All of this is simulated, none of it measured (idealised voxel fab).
The document below concerns the process module designated voxel wiring stack.
Shown is cross-section cut, with a width of 260 nm and square cells of size 5 nm.
Bands, listed from the top down, are how a cross-section gets written in this document; the cross-section itself is a grid of square cells, and a band is one or more rows of them. Quick guide to a band line: top height, bottom height (nm) up front; then every material left to right with its width in nm. Only one material and it's marked "everywhere"? Then it fills the band edge to edge. And "empty" just means empty space. The reference from which all heights are counted is 0, the level beneath which the as-received wafer is entirely one material; the lowest band, having no lower bound, proceeds downward and is written after the example "z 0 and below". Width "30->40": first value at the band's top row of cells, second value at its bottom row, equal change from row to row. No cell of the cross-section changed in a step that is given as "nothing got changed". "Trapped cavities": empty spaces of 8 cells or more with no open way to the top, each given as width x height at distance, distance from the left edge, all in nm. If you see something after the settings on a step's line, that's the simulator's own remark about that step. A step's line can hold "overlay nm"; with a mask on that step, the setting says how far right of the planned place the mask lay, while a negative setting says it lay to the left.
# Below is the list of planned process steps
1 RECEIVE [material Si]
2 CONFORMAL_DEP [material SiO2] [thk nm 15]
3 DIRECTIONAL_DEP [material TiN] [thk nm 5]
4 DIRECTIONAL_DEP [material Ru] [thk nm 25]
5 PATTERN [tone cover] [mask id METAL_1] [material resist] [width nm 30] [pitch nm 45] [thk nm 15] [overlay nm 0]
6 DIRECTIONAL_ETCH [etch materials Ru] [depth nm 25]
7 DIRECTIONAL_ETCH [etch materials TiN] [depth nm 5]
8 STRIP [etch materials resist]
9 CONFORMAL_DEP [material SiCN] [thk nm 5]
10 FILL_DEP [material SiO2] [thk nm 5]
11 CMP [height nm 45]
12 CONFORMAL_DEP [material SiCN] [thk nm 5]
13 DIRECTIONAL_DEP [material lowk] [thk nm 20]
14 MASKED_ETCH [tone open] [mask id PLUG_1] [width nm 15] [pitch nm 90] [etch materials lowk] [depth nm 20] [overlay nm 0]
15 MASKED_ETCH [tone open] [mask id PLUG_1] [width nm 15] [pitch nm 90] [etch materials SiCN] [depth nm 5] [overlay nm 0]
16 EPI [material Ru] [thk nm 10]
17 EPI [material Ru] [thk nm 10]
18 EPI [material Ru] [thk nm 5]
19 CONFORMAL_DEP [material SiN] [thk nm 5]
20 DIRECTIONAL_DEP [material SiO2] [thk nm 25]
21 DIRECTIONAL_DEP [material aC] [thk nm 15]
22 PATTERN [tone open] [mask id METAL_2] [material resist] [width nm 30] [pitch nm 45] [thk nm 35] [overlay nm 0]
23 DIRECTIONAL_ETCH [etch materials aC] [depth nm 15]
24 STRIP [etch materials resist]
25 DIRECTIONAL_ETCH [etch materials SiO2] [depth nm 25]
26 DIRECTIONAL_ETCH [etch materials SiN] [depth nm 5]
27 STRIP [etch materials aC]
28 CONFORMAL_DEP [material TiN] [thk nm 5]
29 FILL_DEP [material Ru] [thk nm 10]
30 CMP [height nm 90]
31 EPI [material Ru] [thk nm 5]
32 FILL_DEP [material SiCN] [thk nm 5]
33 DIRECTIONAL_DEP [material lowk] [thk nm 25]
34 PATTERN [tone open] [mask id METAL_3] [material resist] [width nm 30] [pitch nm 45] [thk nm 20] [overlay nm 0]
35 DIRECTIONAL_ETCH [etch materials lowk] [depth nm 15]
36 STRIP [etch materials resist]
37 DIRECTIONAL_DEP [material aC] [thk nm 15]
38 PATTERN [tone open] [mask id METAL_3_HOLES] [material resist] [width nm 15] [pitch nm 45] [thk nm 30] [overlay nm 0]
39 DIRECTIONAL_ETCH [etch materials aC] [depth nm 15]
40 STRIP [etch materials resist]
41 DIRECTIONAL_ETCH [etch materials lowk] [depth nm 10]
42 DIRECTIONAL_ETCH [etch materials SiCN] [depth nm 5]
43 STRIP [etch materials aC]
44 CONFORMAL_DEP [material TiN] [thk nm 5]
45 FILL_DEP [material Cu] [thk nm 5]
46 CMP [height nm 135]
47 CONFORMAL_DEP [material SiN] [thk nm 5]
The value of height nm given for step 30 in the plan refers to the first wafer; the wafers vary in this setting and are alike at the start.
# This is how the first of several wafers looked in cross-section when it arrived, which is after step 1
> z 0 and below: Si everywhere
> Trapped cavities: none
# End of module: cross-section of the first of several wafers after step 47, the last step
> z 140 to 135: SiN everywhere
> z 135 to 130: Cu everywhere
> z 130 to 125: 75 nm TiN  20 nm Cu  25 nm TiN  20 nm Cu  25 nm TiN  20 nm Cu  75 nm TiN
> z 125 to 115: 70 nm lowk  5 nm TiN  20 nm Cu  5 nm TiN  15 nm lowk  5 nm TiN  20 nm Cu  5 nm TiN  15 nm lowk  5 nm TiN  20 nm Cu  5 nm TiN  70 nm lowk
> z 115 to 110: 70 nm lowk  5 nm TiN  5 nm Cu  20 nm TiN  15 nm lowk  5 nm TiN  5 nm Cu  20 nm TiN  15 nm lowk  5 nm TiN  5 nm Cu  20 nm TiN  70 nm lowk
> z 110 to 100: 70 nm lowk  5 nm TiN  5 nm Cu  5 nm TiN  30 nm lowk  5 nm TiN  5 nm Cu  5 nm TiN  30 nm lowk  5 nm TiN  5 nm Cu  5 nm TiN  85 nm lowk
> z 100 to 95: 70 nm SiCN  15 nm TiN  30 nm SiCN  15 nm TiN  30 nm SiCN  15 nm TiN  85 nm SiCN
> z 95 to 90: 65 nm SiCN  40 nm Ru  5 nm SiCN  40 nm Ru  5 nm SiCN  40 nm Ru  65 nm SiCN
> z 90 to 75: 70 nm SiO2  5 nm TiN  20 nm Ru  5 nm TiN  15 nm SiO2  5 nm TiN  20 nm Ru  5 nm TiN  15 nm SiO2  5 nm TiN  20 nm Ru  5 nm TiN  70 nm SiO2
> z 75 to 70: 70 nm SiN  30 nm TiN  15 nm SiN  30 nm TiN  15 nm SiN  30 nm TiN  70 nm SiN
> z 70 to 50: 70 nm lowk  15 nm Ru  75 nm lowk  15 nm Ru  85 nm lowk
> z 50 to 45: 70 nm SiCN  15 nm Ru  75 nm SiCN  15 nm Ru  85 nm SiCN
> z 45 to 20: 65 nm SiO2  5 nm SiCN  30 nm Ru  5 nm SiCN  5 nm SiO2  5 nm SiCN  30 nm Ru  5 nm SiCN  5 nm SiO2  5 nm SiCN  30 nm Ru  5 nm SiCN  65 nm SiO2
> z 20 to 15: 70 nm SiCN  30 nm TiN  15 nm SiCN  30 nm TiN  15 nm SiCN  30 nm TiN  70 nm SiCN
> z 15 to 0: SiO2 everywhere
> z 0 and below: Si everywhere
> Trapped cavities: none
# Cross-sectional depiction of the last of several wafers upon completion of the module
> z 140 to 135: SiN everywhere
> z 135 to 125: 70 nm lowk  5 nm TiN  20->5 nm Cu  5->20 nm TiN  15 nm lowk  5 nm TiN  20->5 nm Cu  5->20 nm TiN  15 nm lowk  5 nm TiN  20->5 nm Cu  5->20 nm TiN  70 nm lowk
> z 125 to 115: 70 nm lowk  5 nm TiN  5 nm Cu  5 nm TiN  30 nm lowk  5 nm TiN  5 nm Cu  5 nm TiN  30 nm lowk  5 nm TiN  5 nm Cu  5 nm TiN  85 nm lowk
> z 115 to 110: 70 nm SiCN  15 nm TiN  30 nm SiCN  15 nm TiN  30 nm SiCN  15 nm TiN  85 nm SiCN
> z 110 to 105: Ru everywhere
> z 105 to 100: 75 nm TiN  20 nm Ru  25 nm TiN  20 nm Ru  25 nm TiN  20 nm Ru  75 nm TiN
> z 100 to 75: 70 nm SiO2  5 nm TiN  20 nm Ru  5 nm TiN  15 nm SiO2  5 nm TiN  20 nm Ru  5 nm TiN  15 nm SiO2  5 nm TiN  20 nm Ru  5 nm TiN  70 nm SiO2
> z 75 to 70: 70 nm SiN  30 nm TiN  15 nm SiN  30 nm TiN  15 nm SiN  30 nm TiN  70 nm SiN
> z 70 to 50: 70 nm lowk  15 nm Ru  75 nm lowk  15 nm Ru  85 nm lowk
> z 50 to 45: 70 nm SiCN  15 nm Ru  75 nm SiCN  15 nm Ru  85 nm SiCN
> z 45 to 20: 65 nm SiO2  5 nm SiCN  30 nm Ru  5 nm SiCN  5 nm SiO2  5 nm SiCN  30 nm Ru  5 nm SiCN  5 nm SiO2  5 nm SiCN  30 nm Ru  5 nm SiCN  65 nm SiO2
> z 20 to 15: 70 nm SiCN  30 nm TiN  15 nm SiCN  30 nm TiN  15 nm SiCN  30 nm TiN  70 nm SiCN
> z 15 to 0: SiO2 everywhere
> z 0 and below: Si everywhere
> Trapped cavities: none
# For your reference, the table is organized with a row per wafer; each row reflects the wafer at the end of the module, indicating for each material the cells gained (+) or lost (-) since receipt, and thereafter its closed voids
height nm 90 | +97 Cu | +180 Ru | +181 SiCN | +86 SiN | +398 SiO2 | +142 TiN | +372 lowk | Trapped cavities: none
height nm 95 | +45 Cu | +192 Ru | +181 SiCN | +86 SiN | +432 SiO2 | +148 TiN | +372 lowk | Trapped cavities: none
height nm 100 | +33 Cu | +204 Ru | +181 SiCN | +86 SiN | +466 SiO2 | +114 TiN | +372 lowk | Trapped cavities: none
height nm 105 | +21 Cu | +244 Ru | +153 SiCN | +86 SiN | +466 SiO2 | +148 TiN | +338 lowk | Trapped cavities: none
